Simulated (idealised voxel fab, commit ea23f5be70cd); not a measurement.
process module | voxel quadruple lines
The cross-section shown here is cut; it is 225 nm wide and divided into square cells measuring 5 nm on a side.
Square cells in a grid make up a cross-section in this document, and the grid is given as bands, listed from the top down, each one or more rows of cells.
For a band, the entry starts with two heights in nm, that of the top and then that of the bottom, and carries on with the band's materials in order from left to right, each alongside its width in nm; the word "throughout" beside a single material means it fills the band edge to edge, and "empty" means empty space.
Height datum 0, below which the as-received substrate wafer is one material. Lowest band open at the bottom, running downward: "0 and below".
When a width is written as two numbers, as in "30 to 40", the first number is the width in the top row of cells of the band and the second is the width in its bottom row, and the width changes by the same amount from each row to the next.
Step note "stayed the same" = no cross-section cell changed.
The list in "Fully closed voids" covers empty spaces of 8 cells or more that cannot reach the top through any open way, and it gives each as width x height at distance; the distance is from the left edge, and width, height and distance are in nm.
Text after the settings on a step's line: the simulator's own remark on that step.
"overlay nm" answers the question of how far to the right of plan the mask lay on a step that has a mask, and when it is negative the answer is to the left.

The following list gives the planned process steps
| 1 | RECEIVE: material Si |
| 2 | CONFORMAL_DEP: material SiO2, thk nm 5 |
| 3 | DIRECTIONAL_DEP: material W, thk nm 10 |
| 4 | DIRECTIONAL_DEP: material polySi, thk nm 15 |
| 5 | DIRECTIONAL_DEP: material aC, thk nm 20 |
| 6 | PATTERN: tone cover, mask id MANDREL, material resist, width nm 20, thk nm 30, overlay nm 0 |
| 7 | DIRECTIONAL_ETCH: etch materials aC, depth nm 20 |
| 8 | STRIP: etch materials resist |
| 9 | CONFORMAL_DEP: material SiO2, thk nm 10 |
| 10 | DIRECTIONAL_ETCH: etch materials SiO2, depth nm 10 |
| 11 | STRIP: etch materials aC |
| 12 | DIRECTIONAL_ETCH: etch materials polySi, depth nm 15 |
| 13 | STRIP: etch materials SiO2 |
| 14 | CONFORMAL_DEP: material SiCN, thk nm 5 |
| 15 | DIRECTIONAL_ETCH: etch materials SiCN, depth nm 5 |
| 16 | STRIP: etch materials polySi |
| 17 | DIRECTIONAL_ETCH: etch materials W, depth nm 10 |
| 18 | STRIP: etch materials SiCN |
| 19 | FILL_DEP: material SiO2, thk nm 10 |
| 20 | CMP: height nm 15 |

First wafer of two (run as planned)

Wafer as received: cross-section following step 1
0 and below | Si throughout
Fully closed voids: none

Step 2 done - wafer cross-section
5 down to 0 | SiO2 throughout
Below 0 it's all the same as before, nothing changed down there.

Step 3 done - wafer cross-section
15 down to 5 | W throughout
Below 5 it's all the same as before, nothing changed down there.

Step 4 done - wafer cross-section
30 down to 15 | polySi throughout
Below 15 it's all the same as before, nothing changed down there.

Step 5 done - wafer cross-section
50 down to 30 | aC throughout
Below 30 it's all the same as before, nothing changed down there.

Step 6 done - wafer cross-section
80 down to 50 | empty: 100  resist: 20  empty: 105
Below 50 it's all the same as before, nothing changed down there.

Step 7 done - wafer cross-section
60 down to 50 | empty: 100  resist: 20  empty: 105
50 down to 30 | empty: 100  aC: 20  empty: 105
Below 30 it's all the same as before, nothing changed down there.

Step 8 done - wafer cross-section
50 down to 30 | empty: 100  aC: 20  empty: 105
Below 30 it's all the same as before, nothing changed down there.

Step 9 done - wafer cross-section
60 down to 50 | empty: 90  SiO2: 40  empty: 95
50 down to 40 | empty: 90  SiO2: 10  aC: 20  SiO2: 10  empty: 95
40 down to 30 | SiO2: 100  aC: 20  SiO2: 105
Below 30 it's all the same as before, nothing changed down there.

Step 10 done - wafer cross-section
50 down to 30 | empty: 90  SiO2: 10  aC: 20  SiO2: 10  empty: 95
Below 30 it's all the same as before, nothing changed down there.

Step 11 done - wafer cross-section
50 down to 30 | empty: 90  SiO2: 10  empty: 20  SiO2: 10  empty: 95
Below 30 it's all the same as before, nothing changed down there.

Step 12 done - wafer cross-section
50 down to 30 | empty: 90  SiO2: 10  empty: 20  SiO2: 10  empty: 95
30 down to 15 | empty: 90  polySi: 10  empty: 20  polySi: 10  empty: 95
Below 15 it's all the same as before, nothing changed down there.

Step 13 done - wafer cross-section
30 down to 15 | empty: 90  polySi: 10  empty: 20  polySi: 10  empty: 95
Below 15 it's all the same as before, nothing changed down there.

Step 14 done - wafer cross-section
35 down to 30 | empty: 85  SiCN: 20  empty: 10  SiCN: 20  empty: 90
30 down to 20 | empty: 85  SiCN: 5  polySi: 10  SiCN: 5  empty: 10  SiCN: 5  polySi: 10  SiCN: 5  empty: 90
20 down to 15 | SiCN: 90  polySi: 10  SiCN: 20  polySi: 10  SiCN: 95
Below 15 it's all the same as before, nothing changed down there.

Step 15 done - wafer cross-section
30 down to 15 | empty: 85  SiCN: 5  polySi: 10  SiCN: 5  empty: 10  SiCN: 5  polySi: 10  SiCN: 5  empty: 90
Below 15 it's all the same as before, nothing changed down there.

Step 16 done - wafer cross-section
30 down to 15 | empty: 85  SiCN: 5  empty: 10  SiCN: 5  empty: 10  SiCN: 5  empty: 10  SiCN: 5  empty: 90
Below 15 it's all the same as before, nothing changed down there.

Step 17 done - wafer cross-section
30 down to 15 | empty: 85  SiCN: 5  empty: 10  SiCN: 5  empty: 10  SiCN: 5  empty: 10  SiCN: 5  empty: 90
15 down to 5 | empty: 85  W: 5  empty: 10  W: 5  empty: 10  W: 5  empty: 10  W: 5  empty: 90
Below 5 it's all the same as before, nothing changed down there.

Step 18 done - wafer cross-section
15 down to 5 | empty: 85  W: 5  empty: 10  W: 5  empty: 10  W: 5  empty: 10  W: 5  empty: 90
Below 5 it's all the same as before, nothing changed down there.

Step 19 done - wafer cross-section
25 down to 15 | SiO2 throughout
15 down to 5 | SiO2: 85  W: 5  SiO2: 10  W: 5  SiO2: 10  W: 5  SiO2: 10  W: 5  SiO2: 90
Below 5 it's all the same as before, nothing changed down there.

Step 20 done - wafer cross-section
15 down to 5 | SiO2: 85  W: 5  SiO2: 10  W: 5  SiO2: 10  W: 5  SiO2: 10  W: 5  SiO2: 90
Below 5 it's all the same as before, nothing changed down there.

The Second Wafer: Common Origin and Plan, One Mistake in Execution, Identical to the First Through Step 12

Cross-section: second wafer, time at which step 13 was scheduled to end
30 down to 15 | empty: 90  polySi: 10  empty: 20  polySi: 10  empty: 95
Below 15 it's all the same as before, nothing changed down there.

Cross-section: second wafer, time at which step 14 was scheduled to end
35 down to 30 | empty: 85  SiCN: 20  empty: 10  SiCN: 20  empty: 90
30 down to 20 | empty: 85  SiCN: 5  polySi: 10  SiCN: 5  empty: 10  SiCN: 5  polySi: 10  SiCN: 5  empty: 90
20 down to 15 | SiCN: 90  polySi: 10  SiCN: 20  polySi: 10  SiCN: 95
Below 15 it's all the same as before, nothing changed down there.

Cross-section: second wafer, time at which step 15 was scheduled to end
30 down to 15 | empty: 85  SiCN: 5  polySi: 10  SiCN: 5  empty: 10  SiCN: 5  polySi: 10  SiCN: 5  empty: 90
Below 15 it's all the same as before, nothing changed down there.

Cross-section: second wafer, time at which step 16 was scheduled to end
30 down to 15 | empty: 85  SiCN: 5  empty: 10  SiCN: 5  empty: 10  SiCN: 5  empty: 10  SiCN: 5  empty: 90
Below 15 it's all the same as before, nothing changed down there.

Cross-section: second wafer, time at which step 17 was scheduled to end
30 down to 15 | empty: 85  SiCN: 5  empty: 10  SiCN: 5  empty: 10  SiCN: 5  empty: 10  SiCN: 5  empty: 90
15 down to 5 | empty: 85  W: 5  empty: 10  W: 5  empty: 10  W: 5  empty: 10  W: 5  empty: 90
Below 5 it's all the same as before, nothing changed down there.

Cross-section: second wafer, time at which step 18 was scheduled to end
15 down to 5 | empty: 85  W: 5  empty: 10  W: 5  empty: 10  W: 5  empty: 10  W: 5  empty: 90
Below 5 it's all the same as before, nothing changed down there.

Cross-section: second wafer, time at which step 19 was scheduled to end
25 down to 15 | SiO2 throughout
15 down to 5 | SiO2: 85  W: 5  SiO2: 10  W: 5  SiO2: 10  W: 5  SiO2: 10  W: 5  SiO2: 90
Below 5 it's all the same as before, nothing changed down there.

Cross-section: second wafer, time at which step 20 was scheduled to end
15 down to 5 | SiO2: 85  W: 5  SiO2: 10  W: 5  SiO2: 10  W: 5  SiO2: 10  W: 5  SiO2: 90
Below 5 it's all the same as before, nothing changed down there.
what went wrong: step 13 of the plan was executed twice over
The final cross-section is the same for the two wafers, so this model computes the same thing whether or not the mistake was made.
